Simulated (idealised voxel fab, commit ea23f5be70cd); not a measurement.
process module | voxel capacitor over wiring
cross-section cut | 275 nm wide | cells 5 nm
A cross-section is a grid of square cells, given in bands from the top down. A band is one or more rows of cells.
Each band's line starts with the height of the band's top and of its bottom, in nm. Then come its materials from left to right, each with its width in nm. One material with "throughout" fills the band from edge to edge. "air" is empty space.
Height 0 is the level under which the wafer as received is all one material. The lowest band goes on downwards, as in "0 down".
A width such as "30 to 40" changes by the same amount from each row of cells to the next, from the band's top row to its bottom row.
"no change" after a step means that no cell of the cross-section changed.
closed voids: empty space of 8 cells or more with no open way to the top, each as width x height at its distance from the left edge, in nm
after a step's settings: what the simulator itself notes on the step
overlay nm, on a step with a mask: how far to the right of its planned place the mask lay; to the left if negative
plan
1 op RECEIVE | material Si
2 op CONFORMAL_DEP | material SiO2 | thk nm 10
3 op CONFORMAL_DEP | material SiCN | thk nm 5
4 op DIRECTIONAL_DEP | material lowk | thk nm 20
5 op DIRECTIONAL_DEP | material aC | thk nm 15
6 op PATTERN | tone open | mask id METAL_1 | material resist | width nm 20 | pitch nm 75 | thk nm 30 | overlay nm 0
7 op DIRECTIONAL_ETCH | etch materials aC | depth nm 15
8 op STRIP | etch materials resist
9 op DIRECTIONAL_ETCH | etch materials lowk | depth nm 20
10 op DIRECTIONAL_ETCH | etch materials SiCN | depth nm 5
11 op STRIP | etch materials aC
12 op CONFORMAL_DEP | material TiN | thk nm 5
13 op FILL_DEP | material Cu | thk nm 10
14 op CMP | height nm 35
15 op CONFORMAL_DEP | material SiCN | thk nm 5
16 op DIRECTIONAL_DEP | material SiO2 | thk nm 10
17 op DIRECTIONAL_DEP | material aC | thk nm 10
18 op PATTERN | tone open | mask id PLUG_1 | material resist | width nm 15 | thk nm 25 | overlay nm 0
19 op DIRECTIONAL_ETCH | etch materials aC | depth nm 10
20 op STRIP | etch materials resist
21 op DIRECTIONAL_ETCH | etch materials SiO2 | depth nm 10
22 op DIRECTIONAL_ETCH | etch materials SiCN | depth nm 5
23 op STRIP | etch materials aC
24 op EPI | material Ru | thk nm 10
25 op EPI | material Ru | thk nm 5
26 op DIRECTIONAL_DEP | material TiN | thk nm 10
27 op DIRECTIONAL_DEP | material SiN | thk nm 5
28 op DIRECTIONAL_DEP | material TiN | thk nm 5
29 op PATTERN | tone cover | mask id UPPER_PLATE | material resist | width nm 60 | thk nm 20 | overlay nm 0
30 op DIRECTIONAL_ETCH | etch materials TiN | depth nm 5
31 op DIRECTIONAL_ETCH | etch materials SiN | depth nm 5
32 op STRIP | etch materials resist
33 op MASKED_ETCH | tone cover | mask id LOWER_PLATE | width nm 70 | etch materials TiN | depth nm 10 | overlay nm 0
34 op FILL_DEP | material SiO2 | thk nm 15
35 op CMP | height nm 80
36 op MASKED_ETCH | tone open | mask id PLUG_2 | width nm 15 | etch materials SiO2 | depth nm 10 | overlay nm 0
37 op CONFORMAL_DEP | material TiN | thk nm 5
38 op FILL_DEP | material W | thk nm 10
39 op CMP | height nm 80
40 op CONFORMAL_DEP | material SiCN | thk nm 5
first wafer, as planned
as received, after step 1
  0 down: Si throughout
  closed voids: none
after step 2
  10 to 0: SiO2 throughout
  below 0: unchanged
after step 3
  15 to 10: SiCN throughout
  below 10: unchanged
after step 4
  35 to 15: lowk throughout
  below 15: unchanged
after step 5
  50 to 35: aC throughout
  below 35: unchanged
after step 6
  80 to 50: resist 90 | air 20 | resist 55 | air 20 | resist 90
  below 50: unchanged
after step 7
  65 to 50: resist 90 | air 20 | resist 55 | air 20 | resist 90
  50 to 35: aC 90 | air 20 | aC 55 | air 20 | aC 90
  below 35: unchanged
after step 8
  50 to 35: aC 90 | air 20 | aC 55 | air 20 | aC 90
  below 35: unchanged
after step 9
  50 to 35: aC 90 | air 20 | aC 55 | air 20 | aC 90
  35 to 15: lowk 90 | air 20 | lowk 55 | air 20 | lowk 90
  below 15: unchanged
after step 10
  50 to 35: aC 90 | air 20 | aC 55 | air 20 | aC 90
  35 to 15: lowk 90 | air 20 | lowk 55 | air 20 | lowk 90
  15 to 10: SiCN 90 | air 20 | SiCN 55 | air 20 | SiCN 90
  below 10: unchanged
after step 11
  35 to 15: lowk 90 | air 20 | lowk 55 | air 20 | lowk 90
  below 15: unchanged
after step 12
  40 to 35: TiN 95 | air 10 | TiN 65 | air 10 | TiN 95
  35 to 15: lowk 90 | TiN 5 | air 10 | TiN 5 | lowk 55 | TiN 5 | air 10 | TiN 5 | lowk 90
  15 to 10: SiCN 90 | TiN 20 | SiCN 55 | TiN 20 | SiCN 90
  below 10: unchanged
after step 13
  50 to 40: Cu throughout
  40 to 35: TiN 95 | Cu 10 | TiN 65 | Cu 10 | TiN 95
  35 to 15: lowk 90 | TiN 5 | Cu 10 | TiN 5 | lowk 55 | TiN 5 | Cu 10 | TiN 5 | lowk 90
  below 15: unchanged
after step 14
  35 to 15: lowk 90 | TiN 5 | Cu 10 | TiN 5 | lowk 55 | TiN 5 | Cu 10 | TiN 5 | lowk 90
  below 15: unchanged
after step 15
  40 to 35: SiCN throughout
  below 35: unchanged
after step 16
  50 to 40: SiO2 throughout
  below 40: unchanged
after step 17
  60 to 50: aC throughout
  below 50: unchanged
after step 18
  85 to 60: resist 95 | air 15 | resist 165
  below 60: unchanged
after step 19
  75 to 60: resist 95 | air 15 | resist 165
  60 to 50: aC 95 | air 15 | aC 165
  below 50: unchanged
after step 20
  60 to 50: aC 95 | air 15 | aC 165
  below 50: unchanged
after step 21
  60 to 50: aC 95 | air 15 | aC 165
  50 to 40: SiO2 95 | air 15 | SiO2 165
  below 40: unchanged
after step 22
  60 to 50: aC 95 | air 15 | aC 165
  50 to 40: SiO2 95 | air 15 | SiO2 165
  40 to 35: SiCN 95 | air 15 | SiCN 165
  below 35: unchanged
after step 23
  50 to 40: SiO2 95 | air 15 | SiO2 165
  below 40: unchanged
after step 24
  50 to 45: SiO2 95 | air 15 | SiO2 165
  45 to 40: SiO2 95 | Ru 15 | SiO2 165
  40 to 35: SiCN 95 | Ru 15 | SiCN 165
  below 35: unchanged
after step 25
  50 to 40: SiO2 95 | Ru 15 | SiO2 165
  below 40: unchanged
after step 26
  60 to 50: TiN throughout
  below 50: unchanged
after step 27
  65 to 60: SiN throughout
  below 60: unchanged
after step 28
  70 to 65: TiN throughout
  below 65: unchanged
after step 29
  90 to 70: air 95 | resist 60 | air 120
  below 70: unchanged
after step 30
  90 to 70: air 95 | resist 60 | air 120
  70 to 65: air 95 | TiN 60 | air 120
  below 65: unchanged
after step 31
  90 to 70: air 95 | resist 60 | air 120
  70 to 65: air 95 | TiN 60 | air 120
  65 to 60: air 95 | SiN 60 | air 120
  below 60: unchanged
after step 32
  70 to 65: air 95 | TiN 60 | air 120
  below 65: unchanged
after step 33
  70 to 65: air 95 | TiN 60 | air 120
  65 to 60: air 95 | SiN 60 | air 120
  60 to 50: air 90 | TiN 70 | air 115
  below 50: unchanged
after step 34
  85 to 70: SiO2 throughout
  70 to 65: SiO2 95 | TiN 60 | SiO2 120
  65 to 60: SiO2 95 | SiN 60 | SiO2 120
  60 to 50: SiO2 90 | TiN 70 | SiO2 115
  below 50: unchanged
after step 35
  80 to 70: SiO2 throughout
  below 70: unchanged
after step 36
  80 to 70: SiO2 105 | air 15 | SiO2 155
  below 70: unchanged
after step 37
  85 to 80: TiN 110 | air 5 | TiN 160
  80 to 75: SiO2 105 | TiN 5 | air 5 | TiN 5 | SiO2 155
  75 to 65: SiO2 105 to 95 | TiN 15 to 60 | SiO2 155 to 120
  below 65: unchanged
after step 38
  95 to 85: W throughout
  85 to 80: TiN 110 | W 5 | TiN 160
  80 to 75: SiO2 105 | TiN 5 | W 5 | TiN 5 | SiO2 155
  below 75: unchanged
after step 39
  80 to 75: SiO2 105 | TiN 5 | W 5 | TiN 5 | SiO2 155
  below 75: unchanged
after step 40
  85 to 80: SiCN throughout
  below 80: unchanged
second wafer: like start, like plan, one mistake. Through step 14 it matches the first wafer
when step 15 should have ended
  50 to 35: SiCN throughout
  below 35: unchanged
when step 16 should have ended
  60 to 50: SiO2 throughout
  below 50: unchanged
when step 17 should have ended
  70 to 60: aC throughout
  below 60: unchanged
when step 18 should have ended
  95 to 70: resist 95 | air 15 | resist 165
  below 70: unchanged
when step 19 should have ended
  85 to 70: resist 95 | air 15 | resist 165
  70 to 60: aC 95 | air 15 | aC 165
  below 60: unchanged
when step 20 should have ended
  70 to 60: aC 95 | air 15 | aC 165
  below 60: unchanged
when step 21 should have ended
  70 to 60: aC 95 | air 15 | aC 165
  60 to 50: SiO2 95 | air 15 | SiO2 165
  below 50: unchanged
when step 22 should have ended
  70 to 60: aC 95 | air 15 | aC 165
  60 to 50: SiO2 95 | air 15 | SiO2 165
  50 to 45: SiCN 95 | air 15 | SiCN 165
  below 45: unchanged
when step 23 should have ended
  60 to 50: SiO2 95 | air 15 | SiO2 165
  below 50: unchanged
when step 24 should have ended: no change
when step 25 should have ended: no change
when step 26 should have ended
  70 to 60: TiN 95 | air 15 | TiN 165
  60 to 55: SiO2 95 | air 15 | SiO2 165
  55 to 50: SiO2 95 | TiN 15 | SiO2 165
  50 to 45: SiCN 95 | TiN 15 | SiCN 165
  below 45: unchanged
when step 27 should have ended
  75 to 70: SiN 95 | air 15 | SiN 165
  70 to 60: TiN 95 | air 15 | TiN 165
  60 to 55: SiO2 95 | SiN 15 | SiO2 165
  below 55: unchanged
when step 28 should have ended
  80 to 75: TiN 95 | air 15 | TiN 165
  75 to 70: SiN 95 | air 15 | SiN 165
  70 to 65: TiN 95 | air 15 | TiN 165
  65 to 60: TiN throughout
  below 60: unchanged
when step 29 should have ended
  100 to 80: air 95 | resist 60 | air 120
  80 to 75: TiN 95 | resist 15 | TiN 165
  75 to 70: SiN 95 | resist 15 | SiN 165
  70 to 65: TiN 95 | resist 15 | TiN 165
  below 65: unchanged
when step 30 should have ended
  100 to 80: air 95 | resist 60 | air 120
  80 to 75: air 95 | resist 15 | TiN 45 | air 120
  below 75: unchanged
when step 31 should have ended
  100 to 80: air 95 | resist 60 | air 120
  80 to 75: air 95 | resist 15 | TiN 45 | air 120
  75 to 70: air 95 | resist 15 | SiN 45 | air 120
  below 70: unchanged
when step 32 should have ended
  80 to 75: air 110 | TiN 45 | air 120
  75 to 70: air 110 | SiN 45 | air 120
  70 to 65: TiN 95 | air 15 | TiN 165
  below 65: unchanged
when step 33 should have ended
  80 to 75: air 110 | TiN 45 | air 120
  75 to 70: air 110 | SiN 45 | air 120
  70 to 65: air 90 | TiN 5 | air 15 | TiN 50 | air 115
  65 to 60: air 90 | TiN 70 | air 115
  below 60: unchanged
when step 34 should have ended
  95 to 80: SiO2 throughout
  80 to 75: SiO2 110 | TiN 45 | SiO2 120
  75 to 70: SiO2 110 | SiN 45 | SiO2 120
  70 to 65: SiO2 90 | TiN 5 | SiO2 15 | TiN 50 | SiO2 115
  65 to 60: SiO2 90 | TiN 70 | SiO2 115
  below 60: unchanged
when step 35 should have ended
  80 to 75: SiO2 110 | TiN 45 | SiO2 120
  below 75: unchanged
when step 36 should have ended
  80 to 75: SiO2 105 | air 5 | TiN 45 | SiO2 120
  75 to 70: SiO2 105 | air 5 | SiN 45 | SiO2 120
  below 70: unchanged
when step 37 should have ended
  85 to 80: TiN throughout
  80 to 75: SiO2 105 | TiN 50 | SiO2 120
  75 to 70: SiO2 105 | TiN 5 | SiN 45 | SiO2 120
  below 70: unchanged
when step 38 should have ended
  95 to 85: W throughout
  below 85: unchanged
when step 39 should have ended
  80 to 75: SiO2 105 | TiN 50 | SiO2 120
  below 75: unchanged
when step 40 should have ended
  85 to 80: SiCN throughout
  below 80: unchanged
what went wrong: step 15 ran as: op CONFORMAL_DEP | material SiCN | thk nm 15
at the end the second wafer has, in cells: 9 fewer of Ru | 110 more of SiCN | 97 fewer of SiO2 | 3 fewer of TiN | 1 fewer of W
